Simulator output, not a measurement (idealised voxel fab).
The process module presented herein is designated voxel plated lines.
The cross-section on display is named cut; it measures 175 nm wide, and its cells are 5 nm squares.
Each cross-section below is a grid of square cells, stated as bands in top-down order, with one or more rows of cells making up each band. Look at the band entry: it leads with the top's height and the bottom's height in nm. Then it lists the materials left to right, with a width in nm for each. The word "throughout" on a single material says that material fills the band edge to edge. The word "blank" is empty space. The level at which height equals 0 is the one under which the wafer, as it arrives, is entirely one material. No lower edge exists for the bottom band, which continues downward and is notated as in "0 -> down". When a width is written as two numbers, as in "30 to 40", the first number is the width in the top row of cells of the band and the second is the width in its bottom row, and the width changes by the same amount from each row to the next. Given "nothing changed" for a step, no cell of the cross-section differs between before and after that step. Empty spaces without an open route to the top, at least 8 cells in extent, make up the entry "Closed void list"; each is given as width x height at distance, where the distance is measured from the left edge, and all are in nm. What comes after the settings on a step's line is commentary from the simulator itself on that step. Each step line may optionally specify "overlay nm", which for a step with a mask gives the rightward distance between the mask's planned place and where it lay, a negative value indicating the leftward direction.
Process steps foreseen in the plan:
1. RECEIVE (material Si)
2. CONFORMAL_DEP (material SiO2; thk nm 5)
3. DIRECTIONAL_DEP (material TiN; thk nm 5)
4. PATTERN (tone open; mask id LINES; material resist; width nm 20; pitch nm 40; thk nm 40; overlay nm 0)
5. EPI (material Ru; thk nm 5)
6. EPI (material Ru; thk nm 5)
7. EPI (material Ru; thk nm 10)
8. STRIP (etch materials resist)
9. DIRECTIONAL_ETCH (etch materials TiN; depth nm 5)
10. CONFORMAL_DEP (material SiN; thk nm 10)
Wafer at receipt (post step 1), cross-section:
* 0 -> down  Si throughout
* Closed void list: none
Figure: cross-sectional view of the wafer upon completion of the module, processed from the initial state and according to the plan depicted above, with one error introduced during execution:
* 40 -> 30  15 nm blank, then 120 nm SiN, then 40 nm blank
* 30 -> 15  15 nm blank, then 10 nm SiN, then 20 nm Ru, then 20 nm SiN, then 20 nm Ru, then 20 nm SiN, then 20 nm Ru, then 10 nm SiN, then 40 nm blank
* 15 -> 10  25 nm SiN, then 20 nm Ru, then 20 nm SiN, then 20 nm Ru, then 20 nm SiN, then 20 nm Ru, then 50 nm SiN
* 10 -> 5  25 nm SiN, then 20 nm TiN, then 20 nm SiN, then 20 nm TiN, then 20 nm SiN, then 20 nm TiN, then 50 nm SiN
* 5 -> 0  SiO2 throughout
* 0 -> down  Si throughout
* Closed void list: none
Which mistake was made when the wafer was run? step 4 was processed under conditions differing from the plan, specifically as PATTERN (tone open; mask id LINES; material resist; width nm 20; pitch nm 40; thk nm 40; overlay nm -10)
